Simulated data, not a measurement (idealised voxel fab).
Module name: voxel wiring stack (process module)
Pictured: cross-section cut, 295 nm wide, on a grid of 5 nm square cells.
In this document a cross-section is written as a grid of square cells. It is given as a series of bands, listed from the top down, and a band is one or more rows of cells.
Basically the band line says how high the top is and how high the bottom is, in nm, and then what's in it from left to right, every material with its width in nm. Empty space shows up as "empty", and if a single material carries "throughout" it runs the full band edge to edge.
Heights from 0 (as-received wafer is one material below). Bottom band endless downward, as "from 0 down".
The two numbers in a width such as "30->40" mark its ends across the band: the first belongs to the top row of cells, the second to the bottom row, and from each row to the next the width moves by the same amount.
"remains unaltered" means the step left every cell of the cross-section as it was.
In the "Enclosed void inventory" entry, you get each enclosed empty space of 8 cells or more, one with no open way to the top, written width x height at distance, distance from the left edge, in nm.
after a step's settings: what the simulator itself notes on the step
The line of a step may include "overlay nm". On a step with a mask, this value is how far to the right of its planned place the mask lay. A negative value means the mask lay to the left.

The process steps that were planned are listed below:
1 RECEIVE (material Si)
2 CONFORMAL_DEP (material SiO2; thk nm 10)
3 DIRECTIONAL_DEP (material TiN; thk nm 5)
4 DIRECTIONAL_DEP (material Ru; thk nm 15)
5 PATTERN (tone cover; mask id METAL_1; material resist; width nm 30; pitch nm 60; thk nm 20; overlay nm 0)
6 DIRECTIONAL_ETCH (etch materials Ru; depth nm 15)
7 DIRECTIONAL_ETCH (etch materials TiN; depth nm 5)
8 STRIP (etch materials resist)
9 FILL_DEP (material SiO2; thk nm 5)
10 CMP (height nm 30)
11 CONFORMAL_DEP (material SiCN; thk nm 5)
12 DIRECTIONAL_DEP (material SiO2; thk nm 20)
13 MASKED_ETCH (tone open; mask id PLUG_1; width nm 15; pitch nm 120; etch materials SiO2; depth nm 20; overlay nm 0)
14 MASKED_ETCH (tone open; mask id PLUG_1; width nm 15; pitch nm 120; etch materials SiCN; depth nm 5; overlay nm 0)
15 EPI (material Ru; thk nm 10)
16 EPI (material Ru; thk nm 10)
17 EPI (material Ru; thk nm 5)
18 DIRECTIONAL_DEP (material TiN; thk nm 5)
19 DIRECTIONAL_DEP (material Ru; thk nm 25)
20 MASKED_ETCH (tone cover; mask id METAL_2; width nm 30; pitch nm 60; etch materials Ru; depth nm 25; overlay nm 0)
21 MASKED_ETCH (tone cover; mask id METAL_2; width nm 30; pitch nm 60; etch materials TiN; depth nm 5; overlay nm 0)
22 CONFORMAL_DEP (material SiCN; thk nm 5)
23 FILL_DEP (material SiO2; thk nm 5)
24 CMP (height nm 85)
25 CONFORMAL_DEP (material SiCN; thk nm 5)

Below: the first of two wafers, run as planned:

as received, after step 1:
- from 0 down | Si throughout
- Enclosed void inventory: none

Wafer section view after processing step 2:
- from 10 to 0 | SiO2 throughout
- Everything below 0 is unchanged.

Wafer section view after processing step 3:
- from 15 to 10 | TiN throughout
- Everything below 10 is unchanged.

Wafer section view after processing step 4:
- from 30 to 15 | Ru throughout
- Everything below 15 is unchanged.

Wafer section view after processing step 5:
- from 50 to 30 | 40 empty / 30 resist / 30 empty / 30 resist / 30 empty / 30 resist / 30 empty / 30 resist / 45 empty
- Everything below 30 is unchanged.

Wafer section view after processing step 6:
- from 50 to 30 | 40 empty / 30 resist / 30 empty / 30 resist / 30 empty / 30 resist / 30 empty / 30 resist / 45 empty
- from 30 to 15 | 40 empty / 30 Ru / 30 empty / 30 Ru / 30 empty / 30 Ru / 30 empty / 30 Ru / 45 empty
- Everything below 15 is unchanged.

Wafer section view after processing step 7:
- from 50 to 30 | 40 empty / 30 resist / 30 empty / 30 resist / 30 empty / 30 resist / 30 empty / 30 resist / 45 empty
- from 30 to 15 | 40 empty / 30 Ru / 30 empty / 30 Ru / 30 empty / 30 Ru / 30 empty / 30 Ru / 45 empty
- from 15 to 10 | 40 empty / 30 TiN / 30 empty / 30 TiN / 30 empty / 30 TiN / 30 empty / 30 TiN / 45 empty
- Everything below 10 is unchanged.

Wafer section view after processing step 8:
- from 30 to 15 | 40 empty / 30 Ru / 30 empty / 30 Ru / 30 empty / 30 Ru / 30 empty / 30 Ru / 45 empty
- Everything below 15 is unchanged.

Wafer section view after processing step 9:
- from 35 to 30 | SiO2 throughout
- from 30 to 15 | 40 SiO2 / 30 Ru / 30 SiO2 / 30 Ru / 30 SiO2 / 30 Ru / 30 SiO2 / 30 Ru / 45 SiO2
- from 15 to 10 | 40 SiO2 / 30 TiN / 30 SiO2 / 30 TiN / 30 SiO2 / 30 TiN / 30 SiO2 / 30 TiN / 45 SiO2
- Everything below 10 is unchanged.

Wafer section view after processing step 10:
- from 30 to 15 | 40 SiO2 / 30 Ru / 30 SiO2 / 30 Ru / 30 SiO2 / 30 Ru / 30 SiO2 / 30 Ru / 45 SiO2
- Everything below 15 is unchanged.

Wafer section view after processing step 11:
- from 35 to 30 | SiCN throughout
- Everything below 30 is unchanged.

Wafer section view after processing step 12:
- from 55 to 35 | SiO2 throughout
- Everything below 35 is unchanged.

Wafer section view after processing step 13:
- from 55 to 35 | 40 SiO2 / 15 empty / 105 SiO2 / 15 empty / 120 SiO2
- Everything below 35 is unchanged.

Wafer section view after processing step 14:
- from 55 to 35 | 40 SiO2 / 15 empty / 105 SiO2 / 15 empty / 120 SiO2
- from 35 to 30 | 40 SiCN / 15 empty / 105 SiCN / 15 empty / 120 SiCN
- Everything below 30 is unchanged.

Wafer section view after processing step 15:
- from 55 to 40 | 40 SiO2 / 15 empty / 105 SiO2 / 15 empty / 120 SiO2
- from 40 to 35 | 40 SiO2 / 15 Ru / 105 SiO2 / 15 Ru / 120 SiO2
- from 35 to 30 | 40 SiCN / 15 Ru / 105 SiCN / 15 Ru / 120 SiCN
- Everything below 30 is unchanged.

Wafer section view after processing step 16:
- from 55 to 50 | 40 SiO2 / 15 empty / 105 SiO2 / 15 empty / 120 SiO2
- from 50 to 35 | 40 SiO2 / 15 Ru / 105 SiO2 / 15 Ru / 120 SiO2
- Everything below 35 is unchanged.

Wafer section view after processing step 17:
- from 55 to 35 | 40 SiO2 / 15 Ru / 105 SiO2 / 15 Ru / 120 SiO2
- Everything below 35 is unchanged.

Wafer section view after processing step 18:
- from 60 to 55 | TiN throughout
- Everything below 55 is unchanged.

Wafer section view after processing step 19:
- from 85 to 60 | Ru throughout
- Everything below 60 is unchanged.

Wafer section view after processing step 20:
- from 85 to 60 | 40 empty / 30 Ru / 30 empty / 30 Ru / 30 empty / 30 Ru / 30 empty / 30 Ru / 45 empty
- Everything below 60 is unchanged.

Wafer section view after processing step 21:
- from 85 to 60 | 40 empty / 30 Ru / 30 empty / 30 Ru / 30 empty / 30 Ru / 30 empty / 30 Ru / 45 empty
- from 60 to 55 | 40 empty / 30 TiN / 30 empty / 30 TiN / 30 empty / 30 TiN / 30 empty / 30 TiN / 45 empty
- Everything below 55 is unchanged.

Wafer section view after processing step 22:
- from 90 to 85 | 35 empty / 40 SiCN / 20 empty / 40 SiCN / 20 empty / 40 SiCN / 20 empty / 40 SiCN / 40 empty
- from 85 to 60 | 35 empty / 5 SiCN / 30 Ru / 5 SiCN / 20 empty / 5 SiCN / 30 Ru / 5 SiCN / 20 empty / 5 SiCN / 30 Ru / 5 SiCN / 20 empty / 5 SiCN / 30 Ru / 5 SiCN / 40 empty
- from 60 to 55 | 40 SiCN / 30 TiN / 30 SiCN / 30 TiN / 30 SiCN / 30 TiN / 30 SiCN / 30 TiN / 45 SiCN
- Everything below 55 is unchanged.

Wafer section view after processing step 23:
- from 95 to 90 | SiO2 throughout
- from 90 to 85 | 35 SiO2 / 40 SiCN / 20 SiO2 / 40 SiCN / 20 SiO2 / 40 SiCN / 20 SiO2 / 40 SiCN / 40 SiO2
- from 85 to 60 | 35 SiO2 / 5 SiCN / 30 Ru / 5 SiCN / 20 SiO2 / 5 SiCN / 30 Ru / 5 SiCN / 20 SiO2 / 5 SiCN / 30 Ru / 5 SiCN / 20 SiO2 / 5 SiCN / 30 Ru / 5 SiCN / 40 SiO2
- Everything below 60 is unchanged.

Wafer section view after processing step 24:
- from 85 to 60 | 35 SiO2 / 5 SiCN / 30 Ru / 5 SiCN / 20 SiO2 / 5 SiCN / 30 Ru / 5 SiCN / 20 SiO2 / 5 SiCN / 30 Ru / 5 SiCN / 20 SiO2 / 5 SiCN / 30 Ru / 5 SiCN / 40 SiO2
- Everything below 60 is unchanged.

Wafer section view after processing step 25:
- from 90 to 85 | SiCN throughout
- Everything below 85 is unchanged.

second wafer: like start, like plan, one mistake. Through step 2 it matches the first wafer:

Cross-sectional representation of the second wafer at the time designated in the plan for the completion of step 3: remains unaltered

Cross-sectional representation of the second wafer at the time designated in the plan for the completion of step 4:
- from 25 to 10 | Ru throughout
- Everything below 10 is unchanged.

Cross-sectional representation of the second wafer at the time designated in the plan for the completion of step 5:
- from 45 to 25 | 40 empty / 30 resist / 30 empty / 30 resist / 30 empty / 30 resist / 30 empty / 30 resist / 45 empty
- Everything below 25 is unchanged.

Cross-sectional representation of the second wafer at the time designated in the plan for the completion of step 6:
- from 45 to 25 | 40 empty / 30 resist / 30 empty / 30 resist / 30 empty / 30 resist / 30 empty / 30 resist / 45 empty
- from 25 to 10 | 40 empty / 30 Ru / 30 empty / 30 Ru / 30 empty / 30 Ru / 30 empty / 30 Ru / 45 empty
- Everything below 10 is unchanged.

Cross-sectional representation of the second wafer at the time designated in the plan for the completion of step 7: remains unaltered

Cross-sectional representation of the second wafer at the time designated in the plan for the completion of step 8:
- from 25 to 10 | 40 empty / 30 Ru / 30 empty / 30 Ru / 30 empty / 30 Ru / 30 empty / 30 Ru / 45 empty
- Everything below 10 is unchanged.

Cross-sectional representation of the second wafer at the time designated in the plan for the completion of step 9:
- from 30 to 25 | SiO2 throughout
- from 25 to 10 | 40 SiO2 / 30 Ru / 30 SiO2 / 30 Ru / 30 SiO2 / 30 Ru / 30 SiO2 / 30 Ru / 45 SiO2
- Everything below 10 is unchanged.

Cross-sectional representation of the second wafer at the time designated in the plan for the completion of step 10: remains unaltered

Cross-sectional representation of the second wafer at the time designated in the plan for the completion of step 11:
- from 35 to 30 | SiCN throughout
- Everything below 30 is unchanged.

Cross-sectional representation of the second wafer at the time designated in the plan for the completion of step 12:
- from 55 to 35 | SiO2 throughout
- Everything below 35 is unchanged.

Cross-sectional representation of the second wafer at the time designated in the plan for the completion of step 13:
- from 55 to 35 | 40 SiO2 / 15 empty / 105 SiO2 / 15 empty / 120 SiO2
- Everything below 35 is unchanged.

Cross-sectional representation of the second wafer at the time designated in the plan for the completion of step 14:
- from 55 to 35 | 40 SiO2 / 15 empty / 105 SiO2 / 15 empty / 120 SiO2
- from 35 to 30 | 40 SiCN / 15 empty / 105 SiCN / 15 empty / 120 SiCN
- Everything below 30 is unchanged.

Cross-sectional representation of the second wafer at the time designated in the plan for the completion of step 15: remains unaltered

Cross-sectional representation of the second wafer at the time designated in the plan for the completion of step 16: remains unaltered

Cross-sectional representation of the second wafer at the time designated in the plan for the completion of step 17: remains unaltered

Cross-sectional representation of the second wafer at the time designated in the plan for the completion of step 18:
- from 60 to 55 | 40 TiN / 15 empty / 105 TiN / 15 empty / 120 TiN
- from 55 to 35 | 40 SiO2 / 15 empty / 105 SiO2 / 15 empty / 120 SiO2
- from 35 to 30 | 40 SiCN / 15 TiN / 105 SiCN / 15 TiN / 120 SiCN
- Everything below 30 is unchanged.

Cross-sectional representation of the second wafer at the time designated in the plan for the completion of step 19:
- from 85 to 60 | 40 Ru / 15 empty / 105 Ru / 15 empty / 120 Ru
- from 60 to 55 | 40 TiN / 15 Ru / 105 TiN / 15 Ru / 120 TiN
- from 55 to 35 | 40 SiO2 / 15 Ru / 105 SiO2 / 15 Ru / 120 SiO2
- Everything below 35 is unchanged.

Cross-sectional representation of the second wafer at the time designated in the plan for the completion of step 20:
- from 85 to 60 | 55 empty / 15 Ru / 30 empty / 30 Ru / 45 empty / 15 Ru / 30 empty / 30 Ru / 45 empty
- Everything below 60 is unchanged.

Cross-sectional representation of the second wafer at the time designated in the plan for the completion of step 21:
- from 85 to 60 | 55 empty / 15 Ru / 30 empty / 30 Ru / 45 empty / 15 Ru / 30 empty / 30 Ru / 45 empty
- from 60 to 55 | 40 empty / 15 Ru / 15 TiN / 30 empty / 30 TiN / 30 empty / 15 Ru / 15 TiN / 30 empty / 30 TiN / 45 empty
- Everything below 55 is unchanged.

Cross-sectional representation of the second wafer at the time designated in the plan for the completion of step 22:
- from 90 to 85 | 50 empty / 25 SiCN / 20 empty / 40 SiCN / 35 empty / 25 SiCN / 20 empty / 40 SiCN / 40 empty
- from 85 to 65 | 50 empty / 5 SiCN / 15 Ru / 5 SiCN / 20 empty / 5 SiCN / 30 Ru / 5 SiCN / 35 empty / 5 SiCN / 15 Ru / 5 SiCN / 20 empty / 5 SiCN / 30 Ru / 5 SiCN / 40 empty
- from 65 to 60 | 35 empty / 20 SiCN / 15 Ru / 5 SiCN / 20 empty / 5 SiCN / 30 Ru / 5 SiCN / 20 empty / 20 SiCN / 15 Ru / 5 SiCN / 20 empty / 5 SiCN / 30 Ru / 5 SiCN / 40 empty
- from 60 to 55 | 40 SiCN / 15 Ru / 15 TiN / 30 SiCN / 30 TiN / 30 SiCN / 15 Ru / 15 TiN / 30 SiCN / 30 TiN / 45 SiCN
- Everything below 55 is unchanged.

Cross-sectional representation of the second wafer at the time designated in the plan for the completion of step 23:
- from 95 to 90 | SiO2 throughout
- from 90 to 85 | 50 SiO2 / 25 SiCN / 20 SiO2 / 40 SiCN / 35 SiO2 / 25 SiCN / 20 SiO2 / 40 SiCN / 40 SiO2
- from 85 to 65 | 50 SiO2 / 5 SiCN / 15 Ru / 5 SiCN / 20 SiO2 / 5 SiCN / 30 Ru / 5 SiCN / 35 SiO2 / 5 SiCN / 15 Ru / 5 SiCN / 20 SiO2 / 5 SiCN / 30 Ru / 5 SiCN / 40 SiO2
- from 65 to 60 | 35 SiO2 / 20 SiCN / 15 Ru / 5 SiCN / 20 SiO2 / 5 SiCN / 30 Ru / 5 SiCN / 20 SiO2 / 20 SiCN / 15 Ru / 5 SiCN / 20 SiO2 / 5 SiCN / 30 Ru / 5 SiCN / 40 SiO2
- Everything below 60 is unchanged.

Cross-sectional representation of the second wafer at the time designated in the plan for the completion of step 24:
- from 85 to 65 | 50 SiO2 / 5 SiCN / 15 Ru / 5 SiCN / 20 SiO2 / 5 SiCN / 30 Ru / 5 SiCN / 35 SiO2 / 5 SiCN / 15 Ru / 5 SiCN / 20 SiO2 / 5 SiCN / 30 Ru / 5 SiCN / 40 SiO2
- Everything below 65 is unchanged.

Cross-sectional representation of the second wafer at the time designated in the plan for the completion of step 25:
- from 90 to 85 | SiCN throughout
- Everything below 85 is unchanged.
Deviation noted in wafer processing: step 3 in the plan did not get run; it was skipped
at the end the second wafer has, in cells: 30 fewer of Ru; 6 more of SiCN; 48 more of SiO2; 24 fewer of TiN
